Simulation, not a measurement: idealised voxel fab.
The document below concerns the process module designated voxel tone inversion.
The width of the displayed cross-section, cut, is 255 nm; its cells are square, with a size of 5 nm.
When this document writes out a cross-section, it uses a grid of square cells and lists it as bands, beginning at the top and moving down, with a band standing for one or more rows of cells. Basically the band line says how high the top is and how high the bottom is, in nm, and then what's in it from left to right, every material with its width in nm. Empty space shows up as "air", and if a single material carries "full width" it runs the full band edge to edge. Beneath 0, the wafer as received is one material, and that level is where height counting begins. The lowest band goes on downward without a bottom; it is written like "0 nm and below". Width: "30->40" (first number = top row, second number = bottom row, same change from row to row of cells). What does "nothing altered" mean for a step? It means no cell of the cross-section changed in that step. Tabulated closed voids: empty space of 8 cells or more with no open way to the top, each as width x height at its distance from the left edge, in nm. Heads up: the bit after the settings on a step's line is the simulator's remark on that step. Regarding "overlay nm": on a step with a mask, it is the distance the mask lay to the right of its planned place; a negative value places it to the left.
[Planned process steps]
1) RECEIVE, material Si
2) CONFORMAL_DEP, material SiCN, thk nm 5
3) DIRECTIONAL_DEP, material polySi, thk nm 15
4) PATTERN, tone cover, mask id POSTS, material resist, width nm 25, pitch nm 45, thk nm 20, overlay nm 0
5) DIRECTIONAL_ETCH, etch materials polySi, depth nm 15
6) STRIP, etch materials resist
7) FILL_DEP, material lowk, thk nm 5
8) CMP, height nm 20
9) STRIP, etch materials polySi
10) CONFORMAL_DEP, material TiN, thk nm 5
11) FILL_DEP, material Ru, thk nm 10
12) CMP, height nm 20
13) CONFORMAL_DEP, material SiCN, thk nm 5
[On the first of the two wafers: run conducted according to plan]
[Delivered wafer in cross-section: state after step 1]
> 0 nm and below = Si full width
> Tabulated closed voids: none
[Once step 2 is through, the wafer looks like this in cross-section]
> 5 nm to 0 nm = SiCN full width
> Lower than 0, everything is as it was.
[Once step 3 is through, the wafer looks like this in cross-section]
> 20 nm to 5 nm = polySi full width
> Lower than 5, everything is as it was.
[Once step 4 is through, the wafer looks like this in cross-section]
> 40 nm to 20 nm = air: 90, then resist: 25, then air: 20, then resist: 25, then air: 95
> Lower than 20, everything is as it was.
[Once step 5 is through, the wafer looks like this in cross-section]
> 40 nm to 20 nm = air: 90, then resist: 25, then air: 20, then resist: 25, then air: 95
> 20 nm to 5 nm = air: 90, then polySi: 25, then air: 20, then polySi: 25, then air: 95
> Lower than 5, everything is as it was.
[Once step 6 is through, the wafer looks like this in cross-section]
> 20 nm to 5 nm = air: 90, then polySi: 25, then air: 20, then polySi: 25, then air: 95
> Lower than 5, everything is as it was.
[Once step 7 is through, the wafer looks like this in cross-section]
> 25 nm to 20 nm = lowk full width
> 20 nm to 5 nm = lowk: 90, then polySi: 25, then lowk: 20, then polySi: 25, then lowk: 95
> Lower than 5, everything is as it was.
[Once step 8 is through, the wafer looks like this in cross-section]
> 20 nm to 5 nm = lowk: 90, then polySi: 25, then lowk: 20, then polySi: 25, then lowk: 95
> Lower than 5, everything is as it was.
[Once step 9 is through, the wafer looks like this in cross-section]
> 20 nm to 5 nm = lowk: 90, then air: 25, then lowk: 20, then air: 25, then lowk: 95
> Lower than 5, everything is as it was.
[Once step 10 is through, the wafer looks like this in cross-section]
> 25 nm to 20 nm = TiN: 95, then air: 15, then TiN: 30, then air: 15, then TiN: 100
> 20 nm to 10 nm = lowk: 90, then TiN: 5, then air: 15, then TiN: 5, then lowk: 20, then TiN: 5, then air: 15, then TiN: 5, then lowk: 95
> 10 nm to 5 nm = lowk: 90, then TiN: 25, then lowk: 20, then TiN: 25, then lowk: 95
> Lower than 5, everything is as it was.
[Once step 11 is through, the wafer looks like this in cross-section]
> 35 nm to 25 nm = Ru full width
> 25 nm to 20 nm = TiN: 95, then Ru: 15, then TiN: 30, then Ru: 15, then TiN: 100
> 20 nm to 10 nm = lowk: 90, then TiN: 5, then Ru: 15, then TiN: 5, then lowk: 20, then TiN: 5, then Ru: 15, then TiN: 5, then lowk: 95
> Lower than 10, everything is as it was.
[Once step 12 is through, the wafer looks like this in cross-section]
> 20 nm to 10 nm = lowk: 90, then TiN: 5, then Ru: 15, then TiN: 5, then lowk: 20, then TiN: 5, then Ru: 15, then TiN: 5, then lowk: 95
> Lower than 10, everything is as it was.
[Once step 13 is through, the wafer looks like this in cross-section]
> 25 nm to 20 nm = SiCN full width
> Lower than 20, everything is as it was.
[second wafer: like start, like plan, one mistake. Through step 1 it matches the first wafer]
[when step 2 should have ended]
> 15 nm to 0 nm = polySi full width
> Lower than 0, everything is as it was.
[when step 3 should have ended]
> 20 nm to 15 nm = SiCN full width
> Lower than 15, everything is as it was.
[when step 4 should have ended]
> 40 nm to 20 nm = air: 90, then resist: 25, then air: 20, then resist: 25, then air: 95
> Lower than 20, everything is as it was.
when step 5 should have ended: nothing altered
[when step 6 should have ended]
> 20 nm to 15 nm = SiCN full width
> Lower than 15, everything is as it was.
[when step 7 should have ended]
> 25 nm to 20 nm = lowk full width
> Lower than 20, everything is as it was.
[when step 8 should have ended]
> 20 nm to 15 nm = SiCN full width
> Lower than 15, everything is as it was.
when step 9 should have ended: nothing altered
[when step 10 should have ended]
> 25 nm to 20 nm = TiN full width
> Lower than 20, everything is as it was.
[when step 11 should have ended]
> 35 nm to 25 nm = Ru full width
> Lower than 25, everything is as it was.
[when step 12 should have ended]
> 20 nm to 15 nm = SiCN full width
> Lower than 15, everything is as it was.
[when step 13 should have ended]
> 25 nm to 15 nm = SiCN full width
> Lower than 15, everything is as it was.
Nonconformance to the process plan: steps 2 and 3: order swapped relative to plan
Final wafer comparison in cells, second versus first, more or fewer per material: Ru -12; TiN -18; lowk -123; polySi +153
